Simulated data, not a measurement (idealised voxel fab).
Process module heading - voxel tone inversion
Pictured: cross-section cut, 220 nm wide, on a grid of 5 nm square cells.
For the purposes of this document, a cross-section shall be understood as a grid of square cells, specified as bands listed in top-to-bottom order, each band consisting of one or more rows of cells.
This entry defines a band. It first specifies the height of the band's top and the height of its bottom in nm, and then specifies the band's materials from left to right, stating each material with its width in nm. The word "all across" identifies a single material that fills the band from edge to edge, while the word "air" identifies empty space.
Zero point of the height axis is 0; under it, received wafer = one material. Lowest band: continues down indefinitely, "0 down".
The notation "30..40" denotes a width that varies across the rows of cells in the band, beginning at the first number in the top row, finishing at the second number in the bottom row, and changing by an identical amount from each row to the next.
Key: "left unchanged" - step with no changed cell in the cross-section.
This entry, "Enclosed cavities", enumerates those empty regions of no fewer than 8 cells that possess no open connection to the top. Each region is reported in the form width x height at distance, the distance being taken from the left edge, with all three quantities expressed in nm.
Whatever follows a step's settings on its line is a remark the simulator itself makes about that step.
For masked steps, "overlay nm" on the step line gives how far right of plan the mask actually lay; a minus sign means it lay to the left.

Process steps (planned)
step 1: RECEIVE (material Si)
step 2: CONFORMAL_DEP (material SiN; thk nm 10)
step 3: DIRECTIONAL_DEP (material polySi; thk nm 15)
step 4: PATTERN (tone cover; mask id POSTS; material resist; width nm 25; pitch nm 40; thk nm 20; overlay nm 0)
step 5: DIRECTIONAL_ETCH (etch materials polySi; depth nm 15)
step 6: STRIP (etch materials resist)
step 7: FILL_DEP (material SiO2; thk nm 10)
step 8: CMP (height nm 25)
step 9: STRIP (etch materials polySi)

Incoming wafer, cross-sectional view, post step 1
  0 down | Si all across
  Enclosed cavities: none

The cross-section shown corresponds to the wafer at the conclusion of the module. The initial structure and the process plan are those presented above; however, one mistake occurred in executing the plan
  25 to 15 | SiO2 all across
  15 to 0 | 55 of SiO2, 25 of polySi, 15 of SiO2, 25 of polySi, 15 of SiO2, 25 of polySi, 60 of SiO2
  0 down | Si all across
  Enclosed cavities: none
What went wrong in running the wafer? plan step 2 skipped
